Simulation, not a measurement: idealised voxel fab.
voxel quadruple lines: a process module
Xsec cut, 230 nm wide, square cell size 5 nm.
When this document writes out a cross-section, it uses a grid of square cells and lists it as bands, beginning at the top and moving down, with a band standing for one or more rows of cells.
Per band: top height and bottom height in nm, followed by the left-to-right materials and their widths in nm; "full width" marks a single material spanning edge to edge, "blank" marks empty space.
Heads up on the height convention: 0 is the point under which the incoming wafer is all one material, and the lowest band has no bottom, it just keeps going down, like "0..down".
When a width is written as two numbers, as in "30->40", the first number is the width in the top row of cells of the band and the second is the width in its bottom row, and the width changes by the same amount from each row to the next.
For the purposes of this document, the phrase "remains unaltered" attached to a step denotes that no cell within the cross-section was modified by that step.
"Closed void roster" contains a list of empty spaces, each no smaller than 8 cells and without an open way to the top, written in the form width x height at distance with the distance from the left edge and all three in nm.
Note: text after step settings on the step line = simulator remark on that step.
"overlay nm", when on a step's line for a step with a mask, measures how far to the right of its planned place the mask lay; a negative measure means to the left.
-- The following list gives the planned process steps
1 RECEIVE: material Si
2 CONFORMAL_DEP: material Al2O3, thk nm 10
3 DIRECTIONAL_DEP: material W, thk nm 15
4 DIRECTIONAL_DEP: material polySi, thk nm 20
5 DIRECTIONAL_DEP: material aC, thk nm 20
6 PATTERN: tone cover, mask id MANDREL, material resist, width nm 35, pitch nm 100, thk nm 30, overlay nm 0
7 DIRECTIONAL_ETCH: etch materials aC, depth nm 20
8 STRIP: etch materials resist
9 CONFORMAL_DEP: material SiO2, thk nm 15
10 DIRECTIONAL_ETCH: etch materials SiO2, depth nm 15
11 STRIP: etch materials aC
12 DIRECTIONAL_ETCH: etch materials polySi, depth nm 20
13 STRIP: etch materials SiO2
14 CONFORMAL_DEP: material SiCN, thk nm 10
15 DIRECTIONAL_ETCH: etch materials SiCN, depth nm 10
16 STRIP: etch materials polySi
17 DIRECTIONAL_ETCH: etch materials W, depth nm 15
18 STRIP: etch materials SiCN
19 FILL_DEP: material lowk, thk nm 5
20 CMP: height nm 25
-- What follows covers the first of two wafers; it ran as planned
-- Received-state cross-section, reflecting completion of step 1
	0..down = Si full width
	Closed void roster: none
-- Once step 2 is through, the wafer looks like this in cross-section
	10..0 = Al2O3 full width
	Rest of section, below 0: as before.
-- Once step 3 is through, the wafer looks like this in cross-section
	25..10 = W full width
	Rest of section, below 10: as before.
-- Once step 4 is through, the wafer looks like this in cross-section
	45..25 = polySi full width
	Rest of section, below 25: as before.
-- Once step 5 is through, the wafer looks like this in cross-section
	65..45 = aC full width
	Rest of section, below 45: as before.
-- Once step 6 is through, the wafer looks like this in cross-section
	95..65 = blank 45, then resist 35, then blank 65, then resist 35, then blank 50
	Rest of section, below 65: as before.
-- Once step 7 is through, the wafer looks like this in cross-section
	75..65 = blank 45, then resist 35, then blank 65, then resist 35, then blank 50
	65..45 = blank 45, then aC 35, then blank 65, then aC 35, then blank 50
	Rest of section, below 45: as before.
-- Once step 8 is through, the wafer looks like this in cross-section
	65..45 = blank 45, then aC 35, then blank 65, then aC 35, then blank 50
	Rest of section, below 45: as before.
-- Once step 9 is through, the wafer looks like this in cross-section
	80..65 = blank 30, then SiO2 65, then blank 35, then SiO2 65, then blank 35
	65..60 = blank 30, then SiO2 15, then aC 35, then SiO2 15, then blank 35, then SiO2 15, then aC 35, then SiO2 15, then blank 35
	60..45 = SiO2 45, then aC 35, then SiO2 65, then aC 35, then SiO2 50
	Rest of section, below 45: as before.
-- Once step 10 is through, the wafer looks like this in cross-section
	65..45 = blank 30, then SiO2 15, then aC 35, then SiO2 15, then blank 35, then SiO2 15, then aC 35, then SiO2 15, then blank 35
	Rest of section, below 45: as before.
-- Once step 11 is through, the wafer looks like this in cross-section
	65..45 = blank 30, then SiO2 15, then blank 35, then SiO2 15, then blank 35, then SiO2 15, then blank 35, then SiO2 15, then blank 35
	Rest of section, below 45: as before.
-- Once step 12 is through, the wafer looks like this in cross-section
	65..45 = blank 30, then SiO2 15, then blank 35, then SiO2 15, then blank 35, then SiO2 15, then blank 35, then SiO2 15, then blank 35
	45..25 = blank 30, then polySi 15, then blank 35, then polySi 15, then blank 35, then polySi 15, then blank 35, then polySi 15, then blank 35
	Rest of section, below 25: as before.
-- Once step 13 is through, the wafer looks like this in cross-section
	45..25 = blank 30, then polySi 15, then blank 35, then polySi 15, then blank 35, then polySi 15, then blank 35, then polySi 15, then blank 35
	Rest of section, below 25: as before.
-- Once step 14 is through, the wafer looks like this in cross-section
	55..45 = blank 20, then SiCN 35, then blank 15, then SiCN 35, then blank 15, then SiCN 35, then blank 15, then SiCN 35, then blank 25
	45..35 = blank 20, then SiCN 10, then polySi 15, then SiCN 10, then blank 15, then SiCN 10, then polySi 15, then SiCN 10, then blank 15, then SiCN 10, then polySi 15, then SiCN 10, then blank 15, then SiCN 10, then polySi 15, then SiCN 10, then blank 25
	35..25 = SiCN 30, then polySi 15, then SiCN 35, then polySi 15, then SiCN 35, then polySi 15, then SiCN 35, then polySi 15, then SiCN 35
	Rest of section, below 25: as before.
-- Once step 15 is through, the wafer looks like this in cross-section
	45..25 = blank 20, then SiCN 10, then polySi 15, then SiCN 10, then blank 15, then SiCN 10, then polySi 15, then SiCN 10, then blank 15, then SiCN 10, then polySi 15, then SiCN 10, then blank 15, then SiCN 10, then polySi 15, then SiCN 10, then blank 25
	Rest of section, below 25: as before.
-- Once step 16 is through, the wafer looks like this in cross-section
	45..25 = blank 20, then SiCN 10, then blank 15, then SiCN 10, then blank 15, then SiCN 10, then blank 15, then SiCN 10, then blank 15, then SiCN 10, then blank 15, then SiCN 10, then blank 15, then SiCN 10, then blank 15, then SiCN 10, then blank 25
	Rest of section, below 25: as before.
-- Once step 17 is through, the wafer looks like this in cross-section
	45..25 = blank 20, then SiCN 10, then blank 15, then SiCN 10, then blank 15, then SiCN 10, then blank 15, then SiCN 10, then blank 15, then SiCN 10, then blank 15, then SiCN 10, then blank 15, then SiCN 10, then blank 15, then SiCN 10, then blank 25
	25..10 = blank 20, then W 10, then blank 15, then W 10, then blank 15, then W 10, then blank 15, then W 10, then blank 15, then W 10, then blank 15, then W 10, then blank 15, then W 10, then blank 15, then W 10, then blank 25
	Rest of section, below 10: as before.
-- Once step 18 is through, the wafer looks like this in cross-section
	25..10 = blank 20, then W 10, then blank 15, then W 10, then blank 15, then W 10, then blank 15, then W 10, then blank 15, then W 10, then blank 15, then W 10, then blank 15, then W 10, then blank 15, then W 10, then blank 25
	Rest of section, below 10: as before.
-- Once step 19 is through, the wafer looks like this in cross-section
	30..25 = lowk full width
	25..10 = lowk 20, then W 10, then lowk 15, then W 10, then lowk 15, then W 10, then lowk 15, then W 10, then lowk 15, then W 10, then lowk 15, then W 10, then lowk 15, then W 10, then lowk 15, then W 10, then lowk 25
	Rest of section, below 10: as before.
-- Once step 20 is through, the wafer looks like this in cross-section
	25..10 = lowk 20, then W 10, then lowk 15, then W 10, then lowk 15, then W 10, then lowk 15, then W 10, then lowk 15, then W 10, then lowk 15, then W 10, then lowk 15, then W 10, then lowk 15, then W 10, then lowk 25
	Rest of section, below 10: as before.
-- Wafer two. Same start, same plan, one slip in execution. Same as wafer one through step 5, inclusive
-- Cross-section, second wafer, at the end time the plan gives for step 6
	95..65 = blank 40, then resist 45, then blank 55, then resist 45, then blank 45
	Rest of section, below 65: as before.
-- Cross-section, second wafer, at the end time the plan gives for step 7
	75..65 = blank 40, then resist 45, then blank 55, then resist 45, then blank 45
	65..45 = blank 40, then aC 45, then blank 55, then aC 45, then blank 45
	Rest of section, below 45: as before.
-- Cross-section, second wafer, at the end time the plan gives for step 8
	65..45 = blank 40, then aC 45, then blank 55, then aC 45, then blank 45
	Rest of section, below 45: as before.
-- Cross-section, second wafer, at the end time the plan gives for step 9
	80..65 = blank 25, then SiO2 75, then blank 25, then SiO2 75, then blank 30
	65..60 = blank 25, then SiO2 15, then aC 45, then SiO2 15, then blank 25, then SiO2 15, then aC 45, then SiO2 15, then blank 30
	60..45 = SiO2 40, then aC 45, then SiO2 55, then aC 45, then SiO2 45
	Rest of section, below 45: as before.
-- Cross-section, second wafer, at the end time the plan gives for step 10
	65..45 = blank 25, then SiO2 15, then aC 45, then SiO2 15, then blank 25, then SiO2 15, then aC 45, then SiO2 15, then blank 30
	Rest of section, below 45: as before.
-- Cross-section, second wafer, at the end time the plan gives for step 11
	65..45 = blank 25, then SiO2 15, then blank 45, then SiO2 15, then blank 25, then SiO2 15, then blank 45, then SiO2 15, then blank 30
	Rest of section, below 45: as before.
-- Cross-section, second wafer, at the end time the plan gives for step 12
	65..45 = blank 25, then SiO2 15, then blank 45, then SiO2 15, then blank 25, then SiO2 15, then blank 45, then SiO2 15, then blank 30
	45..25 = blank 25, then polySi 15, then blank 45, then polySi 15, then blank 25, then polySi 15, then blank 45, then polySi 15, then blank 30
	Rest of section, below 25: as before.
-- Cross-section, second wafer, at the end time the plan gives for step 13
	45..25 = blank 25, then polySi 15, then blank 45, then polySi 15, then blank 25, then polySi 15, then blank 45, then polySi 15, then blank 30
	Rest of section, below 25: as before.
-- Cross-section, second wafer, at the end time the plan gives for step 14
	55..45 = blank 15, then SiCN 35, then blank 25, then SiCN 35, then blank 5, then SiCN 35, then blank 25, then SiCN 35, then blank 20
	45..35 = blank 15, then SiCN 10, then polySi 15, then SiCN 10, then blank 25, then SiCN 10, then polySi 15, then SiCN 10, then blank 5, then SiCN 10, then polySi 15, then SiCN 10, then blank 25, then SiCN 10, then polySi 15, then SiCN 10, then blank 20
	35..25 = SiCN 25, then polySi 15, then SiCN 45, then polySi 15, then SiCN 25, then polySi 15, then SiCN 45, then polySi 15, then SiCN 30
	Rest of section, below 25: as before.
-- Cross-section, second wafer, at the end time the plan gives for step 15
	45..25 = blank 15, then SiCN 10, then polySi 15, then SiCN 10, then blank 25, then SiCN 10, then polySi 15, then SiCN 10, then blank 5, then SiCN 10, then polySi 15, then SiCN 10, then blank 25, then SiCN 10, then polySi 15, then SiCN 10, then blank 20
	Rest of section, below 25: as before.
-- Cross-section, second wafer, at the end time the plan gives for step 16
	45..25 = blank 15, then SiCN 10, then blank 15, then SiCN 10, then blank 25, then SiCN 10, then blank 15, then SiCN 10, then blank 5, then SiCN 10, then blank 15, then SiCN 10, then blank 25, then SiCN 10, then blank 15, then SiCN 10, then blank 20
	Rest of section, below 25: as before.
-- Cross-section, second wafer, at the end time the plan gives for step 17
	45..25 = blank 15, then SiCN 10, then blank 15, then SiCN 10, then blank 25, then SiCN 10, then blank 15, then SiCN 10, then blank 5, then SiCN 10, then blank 15, then SiCN 10, then blank 25, then SiCN 10, then blank 15, then SiCN 10, then blank 20
	25..10 = blank 15, then W 10, then blank 15, then W 10, then blank 25, then W 10, then blank 15, then W 10, then blank 5, then W 10, then blank 15, then W 10, then blank 25, then W 10, then blank 15, then W 10, then blank 20
	Rest of section, below 10: as before.
-- Cross-section, second wafer, at the end time the plan gives for step 18
	25..10 = blank 15, then W 10, then blank 15, then W 10, then blank 25, then W 10, then blank 15, then W 10, then blank 5, then W 10, then blank 15, then W 10, then blank 25, then W 10, then blank 15, then W 10, then blank 20
	Rest of section, below 10: as before.
-- Cross-section, second wafer, at the end time the plan gives for step 19
	30..25 = lowk full width
	25..10 = lowk 15, then W 10, then lowk 15, then W 10, then lowk 25, then W 10, then lowk 15, then W 10, then lowk 5, then W 10, then lowk 15, then W 10, then lowk 25, then W 10, then lowk 15, then W 10, then lowk 20
	Rest of section, below 10: as before.
-- Cross-section, second wafer, at the end time the plan gives for step 20
	25..10 = lowk 15, then W 10, then lowk 15, then W 10, then lowk 25, then W 10, then lowk 15, then W 10, then lowk 5, then W 10, then lowk 15, then W 10, then lowk 25, then W 10, then lowk 15, then W 10, then lowk 20
	Rest of section, below 10: as before.
Which mistake was made when the wafer was run? planned and actual differ for step 6; actual: PATTERN: tone cover, mask id MANDREL, material resist, width nm 45, pitch nm 100, thk nm 30, overlay nm 0
In the final comparison it is observed that the number of cells assigned to each material is identical for the two wafers, whereas their placement is not.
